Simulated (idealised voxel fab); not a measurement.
Process module heading - voxel capacitor over wiring
Square cell edge 5 nm, section width 240 nm, ID cut.
Reading order for cross-sections: top band down to bottom band. Underlying form: a grid of square cells. Band size: one or more rows of cells.
Heights first: top, then bottom, in nm. Then materials, left to right, each with a width in nm. "full width" on a single material: fills the band edge to edge. "blank": empty space.
The reference from which all heights are counted is 0, the level beneath which the as-received wafer is entirely one material; the lowest band, having no lower bound, proceeds downward and is written after the example "0 nm and below".
The expression "30..40" gives the width at the extremes of the band, the first number at its top row of cells and the second at its bottom row, with the width changing by equal amounts from each row to the next in between.
The designation "stayed the same", where it is given for a processing step, indicates that no cell of the cross-section was altered in the course of that step.
Enclosed void list: empty space of 8 cells or more with no open way to the top, each as width x height at its distance from the left edge, in nm
Whatever follows a step's settings on its line is a remark the simulator itself makes about that step.
"overlay nm" on a masked step: distance the mask lay right of its planned place, negative for left.

## The following list gives the planned process steps
1: RECEIVE with material Si
2: CONFORMAL_DEP with material SiO2, thk nm 10
3: CONFORMAL_DEP with material SiN, thk nm 5
4: DIRECTIONAL_DEP with material lowk, thk nm 25
5: MASKED_ETCH with tone open, mask id METAL_1, width nm 20, pitch nm 80, etch materials lowk, depth nm 25, overlay nm 0
6: MASKED_ETCH with tone open, mask id METAL_1, width nm 20, pitch nm 80, etch materials SiN, depth nm 5, overlay nm 0
7: CONFORMAL_DEP with material TiN, thk nm 5
8: FILL_DEP with material Cu, thk nm 5
9: CMP with height nm 40
10: EPI with material Ru, thk nm 5
11: FILL_DEP with material SiCN, thk nm 5
12: DIRECTIONAL_DEP with material SiO2, thk nm 10
13: PATTERN with tone open, mask id PLUG_1, material resist, width nm 15, thk nm 15, overlay nm 0
14: DIRECTIONAL_ETCH with etch materials SiO2, depth nm 10
15: DIRECTIONAL_ETCH with etch materials SiCN, depth nm 5
16: STRIP with etch materials resist
17: CONFORMAL_DEP with material TiN, thk nm 5
18: FILL_DEP with material Ru, thk nm 5
19: CMP with height nm 60
20: DIRECTIONAL_DEP with material TiN, thk nm 5
21: DIRECTIONAL_DEP with material HfO2, thk nm 5
22: DIRECTIONAL_DEP with material TiN, thk nm 10
23: MASKED_ETCH with tone cover, mask id UPPER_PLATE, width nm 65, etch materials TiN, depth nm 10, overlay nm 0
24: MASKED_ETCH with tone cover, mask id UPPER_PLATE, width nm 65, etch materials HfO2, depth nm 5, overlay nm 0
25: MASKED_ETCH with tone cover, mask id LOWER_PLATE, width nm 75, etch materials TiN, depth nm 5, overlay nm 0
26: FILL_DEP with material SiO2, thk nm 20
27: CMP with height nm 95
28: PATTERN with tone open, mask id PLUG_2, material resist, width nm 15, thk nm 20, overlay nm 0
29: DIRECTIONAL_ETCH with etch materials SiO2, depth nm 15
30: STRIP with etch materials resist
31: CONFORMAL_DEP with material TiN, thk nm 5
32: FILL_DEP with material Cu, thk nm 5
33: CMP with height nm 95
34: CONFORMAL_DEP with material SiCN, thk nm 5

## Wafer, first of two, run as planned

## Delivered wafer in cross-section: state after step 1
  0 nm and below: Si full width
  Enclosed void list: none

## The wafer in cross-section once step 2 is complete
  10 nm to 0 nm: SiO2 full width
  Below 0 it's all the same as before, nothing changed down there.

## The wafer in cross-section once step 3 is complete
  15 nm to 10 nm: SiN full width
  Below 10 it's all the same as before, nothing changed down there.

## The wafer in cross-section once step 4 is complete
  40 nm to 15 nm: lowk full width
  Below 15 it's all the same as before, nothing changed down there.

## The wafer in cross-section once step 5 is complete
  40 nm to 15 nm: lowk 70 nm | blank 20 nm | lowk 60 nm | blank 20 nm | lowk 70 nm
  Below 15 it's all the same as before, nothing changed down there.

## The wafer in cross-section once step 6 is complete
  40 nm to 15 nm: lowk 70 nm | blank 20 nm | lowk 60 nm | blank 20 nm | lowk 70 nm
  15 nm to 10 nm: SiN 70 nm | blank 20 nm | SiN 60 nm | blank 20 nm | SiN 70 nm
  Below 10 it's all the same as before, nothing changed down there.

## The wafer in cross-section once step 7 is complete
  45 nm to 40 nm: TiN 75 nm | blank 10 nm | TiN 70 nm | blank 10 nm | TiN 75 nm
  40 nm to 15 nm: lowk 70 nm | TiN 5 nm | blank 10 nm | TiN 5 nm | lowk 60 nm | TiN 5 nm | blank 10 nm | TiN 5 nm | lowk 70 nm
  15 nm to 10 nm: SiN 70 nm | TiN 20 nm | SiN 60 nm | TiN 20 nm | SiN 70 nm
  Below 10 it's all the same as before, nothing changed down there.

## The wafer in cross-section once step 8 is complete
  50 nm to 45 nm: Cu full width
  45 nm to 40 nm: TiN 75 nm | Cu 10 nm | TiN 70 nm | Cu 10 nm | TiN 75 nm
  40 nm to 15 nm: lowk 70 nm | TiN 5 nm | Cu 10 nm | TiN 5 nm | lowk 60 nm | TiN 5 nm | Cu 10 nm | TiN 5 nm | lowk 70 nm
  Below 15 it's all the same as before, nothing changed down there.

## The wafer in cross-section once step 9 is complete
  40 nm to 15 nm: lowk 70 nm | TiN 5 nm | Cu 10 nm | TiN 5 nm | lowk 60 nm | TiN 5 nm | Cu 10 nm | TiN 5 nm | lowk 70 nm
  Below 15 it's all the same as before, nothing changed down there.

## The wafer in cross-section once step 10 is complete
  45 nm to 40 nm: blank 65 nm | Ru 30 nm | blank 50 nm | Ru 30 nm | blank 65 nm
  Below 40 it's all the same as before, nothing changed down there.

## The wafer in cross-section once step 11 is complete
  50 nm to 45 nm: SiCN full width
  45 nm to 40 nm: SiCN 65 nm | Ru 30 nm | SiCN 50 nm | Ru 30 nm | SiCN 65 nm
  Below 40 it's all the same as before, nothing changed down there.

## The wafer in cross-section once step 12 is complete
  60 nm to 50 nm: SiO2 full width
  Below 50 it's all the same as before, nothing changed down there.

## The wafer in cross-section once step 13 is complete
  75 nm to 60 nm: resist 75 nm | blank 15 nm | resist 150 nm
  Below 60 it's all the same as before, nothing changed down there.

## The wafer in cross-section once step 14 is complete
  75 nm to 60 nm: resist 75 nm | blank 15 nm | resist 150 nm
  60 nm to 50 nm: SiO2 75 nm | blank 15 nm | SiO2 150 nm
  Below 50 it's all the same as before, nothing changed down there.

## The wafer in cross-section once step 15 is complete
  75 nm to 60 nm: resist 75 nm | blank 15 nm | resist 150 nm
  60 nm to 50 nm: SiO2 75 nm | blank 15 nm | SiO2 150 nm
  50 nm to 45 nm: SiCN 75 nm | blank 15 nm | SiCN 150 nm
  Below 45 it's all the same as before, nothing changed down there.

## The wafer in cross-section once step 16 is complete
  60 nm to 50 nm: SiO2 75 nm | blank 15 nm | SiO2 150 nm
  Below 50 it's all the same as before, nothing changed down there.

## The wafer in cross-section once step 17 is complete
  65 nm to 60 nm: TiN 80 nm | blank 5 nm | TiN 155 nm
  60 nm to 50 nm: SiO2 75 nm | TiN 5 nm | blank 5 nm | TiN 5 nm | SiO2 150 nm
  50 nm to 45 nm: SiCN 75 nm | TiN 15 nm | SiCN 150 nm
  Below 45 it's all the same as before, nothing changed down there.

## The wafer in cross-section once step 18 is complete
  70 nm to 65 nm: Ru full width
  65 nm to 60 nm: TiN 80 nm | Ru 5 nm | TiN 155 nm
  60 nm to 50 nm: SiO2 75 nm | TiN 5 nm | Ru 5 nm | TiN 5 nm | SiO2 150 nm
  Below 50 it's all the same as before, nothing changed down there.

## The wafer in cross-section once step 19 is complete
  60 nm to 50 nm: SiO2 75 nm | TiN 5 nm | Ru 5 nm | TiN 5 nm | SiO2 150 nm
  Below 50 it's all the same as before, nothing changed down there.

## The wafer in cross-section once step 20 is complete
  65 nm to 60 nm: TiN full width
  Below 60 it's all the same as before, nothing changed down there.

## The wafer in cross-section once step 21 is complete
  70 nm to 65 nm: HfO2 full width
  Below 65 it's all the same as before, nothing changed down there.

## The wafer in cross-section once step 22 is complete
  80 nm to 70 nm: TiN full width
  Below 70 it's all the same as before, nothing changed down there.

## The wafer in cross-section once step 23 is complete
  80 nm to 70 nm: blank 75 nm | TiN 65 nm | blank 100 nm
  Below 70 it's all the same as before, nothing changed down there.

## The wafer in cross-section once step 24 is complete
  80 nm to 70 nm: blank 75 nm | TiN 65 nm | blank 100 nm
  70 nm to 65 nm: blank 75 nm | HfO2 65 nm | blank 100 nm
  Below 65 it's all the same as before, nothing changed down there.

## The wafer in cross-section once step 25 is complete
  80 nm to 70 nm: blank 75 nm | TiN 65 nm | blank 100 nm
  70 nm to 65 nm: blank 75 nm | HfO2 65 nm | blank 100 nm
  65 nm to 60 nm: blank 70 nm | TiN 75 nm | blank 95 nm
  Below 60 it's all the same as before, nothing changed down there.

## The wafer in cross-section once step 26 is complete
  100 nm to 80 nm: SiO2 full width
  80 nm to 70 nm: SiO2 75 nm | TiN 65 nm | SiO2 100 nm
  70 nm to 65 nm: SiO2 75 nm | HfO2 65 nm | SiO2 100 nm
  65 nm to 60 nm: SiO2 70 nm | TiN 75 nm | SiO2 95 nm
  Below 60 it's all the same as before, nothing changed down there.

## The wafer in cross-section once step 27 is complete
  95 nm to 80 nm: SiO2 full width
  Below 80 it's all the same as before, nothing changed down there.

## The wafer in cross-section once step 28 is complete
  115 nm to 95 nm: resist 85 nm | blank 15 nm | resist 140 nm
  Below 95 it's all the same as before, nothing changed down there.

## The wafer in cross-section once step 29 is complete
  115 nm to 95 nm: resist 85 nm | blank 15 nm | resist 140 nm
  95 nm to 80 nm: SiO2 85 nm | blank 15 nm | SiO2 140 nm
  Below 80 it's all the same as before, nothing changed down there.

## The wafer in cross-section once step 30 is complete
  95 nm to 80 nm: SiO2 85 nm | blank 15 nm | SiO2 140 nm
  Below 80 it's all the same as before, nothing changed down there.

## The wafer in cross-section once step 31 is complete
  100 nm to 95 nm: TiN 90 nm | blank 5 nm | TiN 145 nm
  95 nm to 85 nm: SiO2 85 nm | TiN 5 nm | blank 5 nm | TiN 5 nm | SiO2 140 nm
  85 nm to 80 nm: SiO2 85 nm | TiN 15 nm | SiO2 140 nm
  Below 80 it's all the same as before, nothing changed down there.

## The wafer in cross-section once step 32 is complete
  105 nm to 100 nm: Cu full width
  100 nm to 95 nm: TiN 90 nm | Cu 5 nm | TiN 145 nm
  95 nm to 85 nm: SiO2 85 nm | TiN 5 nm | Cu 5 nm | TiN 5 nm | SiO2 140 nm
  Below 85 it's all the same as before, nothing changed down there.

## The wafer in cross-section once step 33 is complete
  95 nm to 85 nm: SiO2 85 nm | TiN 5 nm | Cu 5 nm | TiN 5 nm | SiO2 140 nm
  Below 85 it's all the same as before, nothing changed down there.

## The wafer in cross-section once step 34 is complete
  100 nm to 95 nm: SiCN full width
  Below 95 it's all the same as before, nothing changed down there.

## The second wafer began exactly as the first did and followed the same plan, but one mistake was made while running it; through step 27 inclusive, the two wafers are identical

## Cross-section of the second wafer at the time by which step 28 should have been completed according to the plan
  115 nm to 95 nm: resist 85 nm | blank 20 nm | resist 135 nm
  Below 95 it's all the same as before, nothing changed down there.

## Cross-section of the second wafer at the time by which step 29 should have been completed according to the plan
  115 nm to 95 nm: resist 85 nm | blank 20 nm | resist 135 nm
  95 nm to 80 nm: SiO2 85 nm | blank 20 nm | SiO2 135 nm
  Below 80 it's all the same as before, nothing changed down there.

## Cross-section of the second wafer at the time by which step 30 should have been completed according to the plan
  95 nm to 80 nm: SiO2 85 nm | blank 20 nm | SiO2 135 nm
  Below 80 it's all the same as before, nothing changed down there.

## Cross-section of the second wafer at the time by which step 31 should have been completed according to the plan
  100 nm to 95 nm: TiN 90 nm | blank 10 nm | TiN 140 nm
  95 nm to 85 nm: SiO2 85 nm | TiN 5 nm | blank 10 nm | TiN 5 nm | SiO2 135 nm
  85 nm to 80 nm: SiO2 85 nm | TiN 20 nm | SiO2 135 nm
  Below 80 it's all the same as before, nothing changed down there.

## Cross-section of the second wafer at the time by which step 32 should have been completed according to the plan
  105 nm to 100 nm: Cu full width
  100 nm to 95 nm: TiN 90 nm | Cu 10 nm | TiN 140 nm
  95 nm to 85 nm: SiO2 85 nm | TiN 5 nm | Cu 10 nm | TiN 5 nm | SiO2 135 nm
  Below 85 it's all the same as before, nothing changed down there.

## Cross-section of the second wafer at the time by which step 33 should have been completed according to the plan
  95 nm to 85 nm: SiO2 85 nm | TiN 5 nm | Cu 10 nm | TiN 5 nm | SiO2 135 nm
  Below 85 it's all the same as before, nothing changed down there.

## Cross-section of the second wafer at the time by which step 34 should have been completed according to the plan
  100 nm to 95 nm: SiCN full width
  Below 95 it's all the same as before, nothing changed down there.
Run error: step 28: run off-plan, actual operation and settings PATTERN with tone open, mask id PLUG_2, material resist, width nm 20, thk nm 20, overlay nm 0
FYI, end of process, the second wafer has more or fewer cells of some materials than the first: 2 more of Cu, 3 fewer of SiO2, 1 more of TiN
